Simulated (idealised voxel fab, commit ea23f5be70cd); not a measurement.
Herein follows the process module entitled voxel gate over fins.
For reference, the cross-section in this document is cut, with width 175 nm and square cells of 5 nm.
Just so we're on the same page, the cross-sections are grids of square cells, and they're listed out in bands top to bottom, each band one or more rows deep. Look at the band entry: it leads with the top's height and the bottom's height in nm. Then it lists the materials left to right, with a width in nm for each. The word "all across" on a single material says that material fills the band edge to edge. The word "air" is empty space. Heights are measured from 0, the level below which the as-received wafer is all one material; the lowest band has no bottom and continues downward, written as in "0..down". So if you see something like "30 to 40" for the width, read it as the top row of the band sitting at the first number and the bottom row at the second, with every row in between moving by the same amount as the last. "same as before", as given for a step, is the statement that not any cell of the cross-section underwent a change during that step. In the "Closed void inventory" entry, you get each enclosed empty space of 8 cells or more, one with no open way to the top, written width x height at distance, distance from the left edge, in nm. Step line, after settings: the simulator's comment on this step. Steps that use a mask can have "overlay nm" on their line. It says how far the mask sat to the right of where it was meant to be. Negative means to the left.

### Here's what the planned process steps look like
1 RECEIVE, material Si
2 CONFORMAL_DEP, material SiN, thk nm 10
3 PATTERN, tone cover, mask id FINS, material resist, width nm 15, pitch nm 35, thk nm 15, overlay nm 0
4 DIRECTIONAL_ETCH, etch materials SiN, depth nm 10
5 DIRECTIONAL_ETCH, etch materials Si, depth nm 30
6 STRIP, etch materials resist
7 OXIDIZE, depth nm 5
8 FILL_DEP, material SiO2, thk nm 10
9 CMP, height nm 10
10 SELECTIVE_ETCH, etch materials SiO2, depth nm 20
11 STRIP, etch materials SiN
12 CONFORMAL_DEP, material HfO2, thk nm 5
13 CONFORMAL_DEP, material TiN, thk nm 5
14 CONFORMAL_DEP, material TiAl, thk nm 5
15 CONFORMAL_DEP, material TiN, thk nm 5
16 FILL_DEP, material W, thk nm 15
17 CMP, height nm 30
18 CONFORMAL_DEP, material SiN, thk nm 5

### Shown in cross-section is the wafer as received, that is, as it stands after step 1
* 0..down | Si all across
* Closed void inventory: none

### The module was run from the start shown above using the plan shown above, but one mistake was made doing it; the resulting wafer cross-section is below
* 35..30 | SiN all across
* 30..20 | W all across
* 20..15 | W 20, TiN 150, W 5
* 15..10 | W 20, TiN 5, TiAl 140, TiN 5, W 5
* 10..5 | TiN 25, TiAl 5, TiN 25, TiAl 10, TiN 25, TiAl 10, TiN 25, TiAl 10, TiN 25, TiAl 5, TiN 10
* 5..0 | TiAl 30, TiN 5, HfO2 15, TiN 5, TiAl 10, TiN 5, HfO2 15, TiN 5, TiAl 10, TiN 5, HfO2 15, TiN 5, TiAl 10, TiN 5, HfO2 15, TiN 5, TiAl 15
* 0..-5 | TiN 35, HfO2 5, Si 5, HfO2 5, TiN 20, HfO2 5, Si 5, HfO2 5, TiN 20, HfO2 5, Si 5, HfO2 5, TiN 20, HfO2 5, Si 5, HfO2 5, TiN 20
* -5..-10 | HfO2 40, Si 5, HfO2 30, Si 5, HfO2 30, Si 5, HfO2 30, Si 5, HfO2 25
* -10..-35 | SiO2 40, Si 5, SiO2 30, Si 5, SiO2 30, Si 5, SiO2 30, Si 5, SiO2 25
* -35..down | Si all across
* Closed void inventory: none
Run error: step 3 did not use the planned setting and instead ran as PATTERN, tone cover, mask id FINS, material resist, width nm 15, pitch nm 35, thk nm 15, overlay nm 10
